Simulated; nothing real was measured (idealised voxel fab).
Documented hereafter: the process module known as voxel ribs on slabs.
Cross-section cut spans 270 nm and uses square cells 5 nm in size.
Cross-sections here: square-cell grids, written as top-down lists of bands, a band being one or more rows of cells.
Heads up on the band format: heights come first, top then bottom, in nm. After that it's the materials left to right, each with its width in nm. A single material flagged "all across" fills the whole band edge to edge, and "empty" means there's empty space there.
Measure heights from 0. That's the level where, below it, the as-received wafer is all one material. The lowest band is bottomless and extends downward; write it as in "from 0 down".
You'd read "30->40" like this: the band's top row of cells is as wide as the first number, its bottom row is as wide as the second, and going down, every row changes width by the same amount as the row before did.
The designation "nothing changed", where it is given for a processing step, indicates that no cell of the cross-section was altered in the course of that step.
The entry titled "Enclosed empty spaces" provides the empty spaces that have no open way to the top, restricted to those of 8 cells or more. Each is presented as width x height at distance, the distance being measured from the left edge, with all three in nm.
On a step's line, text after the settings is the simulator commenting on that step.
A step line may carry the setting "overlay nm", which, for steps involving a mask, states the distance by which the mask lay to the right of its intended position; negative values denote displacement to the left.
### So here's the lineup of process steps we planned
1. RECEIVE (material Si)
2. DIRECTIONAL_DEP (material SiO2; thk nm 30)
3. DIRECTIONAL_DEP (material polySi; thk nm 20)
4. PATTERN (tone cover; mask id RIB; material resist; width nm 20; thk nm 15; overlay nm 0)
5. DIRECTIONAL_ETCH (etch materials polySi; depth nm 5)
6. STRIP (etch materials resist)
7. DIRECTIONAL_DEP (material aC; thk nm 15)
8. PATTERN (tone cover; mask id SLAB; material resist; width nm 50; thk nm 35; overlay nm 0)
9. DIRECTIONAL_ETCH (etch materials aC; depth nm 15)
10. STRIP (etch materials resist)
11. DIRECTIONAL_ETCH (etch materials polySi; depth nm 15)
12. STRIP (etch materials aC)
13. FILL_DEP (material SiO2; thk nm 25)
14. CMP (height nm 65)
15. DIRECTIONAL_DEP (material TiN; thk nm 5)
16. PATTERN (tone cover; mask id HEATER; material resist; width nm 30; thk nm 15; overlay nm -15)
17. DIRECTIONAL_ETCH (etch materials TiN; depth nm 5)
18. STRIP (etch materials resist)
19. CONFORMAL_DEP (material SiO2; thk nm 10)
The wafers in this document start out alike and differ in the overlay nm applied at step 16; the plan shows the value used for the first wafer.
### Cross-sectional view of the first of several wafers in the as-received condition, corresponding to the state following step 1
from 0 down = Si all across
Enclosed empty spaces: none
### Here is the cross-section of the first of several wafers at the end of the module, after its last step, step 19
from 80 to 75 = 95 nm empty / 50 nm SiO2 / 125 nm empty
from 75 to 70 = SiO2 all across
from 70 to 65 = 105 nm SiO2 / 30 nm TiN / 135 nm SiO2
from 65 to 50 = SiO2 all across
from 50 to 45 = 125 nm SiO2 / 20 nm polySi / 125 nm SiO2
from 45 to 30 = 110 nm SiO2 / 50 nm polySi / 110 nm SiO2
from 30 to 0 = SiO2 all across
from 0 down = Si all across
Enclosed empty spaces: none
### Cross-section, module end, final of several wafers
from 80 to 75 = 125 nm empty / 50 nm SiO2 / 95 nm empty
from 75 to 70 = SiO2 all across
from 70 to 65 = 135 nm SiO2 / 30 nm TiN / 105 nm SiO2
from 65 to 50 = SiO2 all across
from 50 to 45 = 125 nm SiO2 / 20 nm polySi / 125 nm SiO2
from 45 to 30 = 110 nm SiO2 / 50 nm polySi / 110 nm SiO2
from 30 to 0 = SiO2 all across
from 0 down = Si all across
Enclosed empty spaces: none
### Quick key for the table: a row per wafer, taken at the end of the module. For each material it tells you how many cells the wafer gained (+) or lost (-) since it came in, and the closed voids come after
overlay nm -15; +780 SiO2; +6 TiN; +34 polySi; Enclosed empty spaces: none
overlay nm -10; +780 SiO2; +6 TiN; +34 polySi; Enclosed empty spaces: none
overlay nm -5; +780 SiO2; +6 TiN; +34 polySi; Enclosed empty spaces: none
overlay nm 0; +780 SiO2; +6 TiN; +34 polySi; Enclosed empty spaces: none
overlay nm 5; +780 SiO2; +6 TiN; +34 polySi; Enclosed empty spaces: none
overlay nm 10; +780 SiO2; +6 TiN; +34 polySi; Enclosed empty spaces: none
overlay nm 15; +780 SiO2; +6 TiN; +34 polySi; Enclosed empty spaces: none
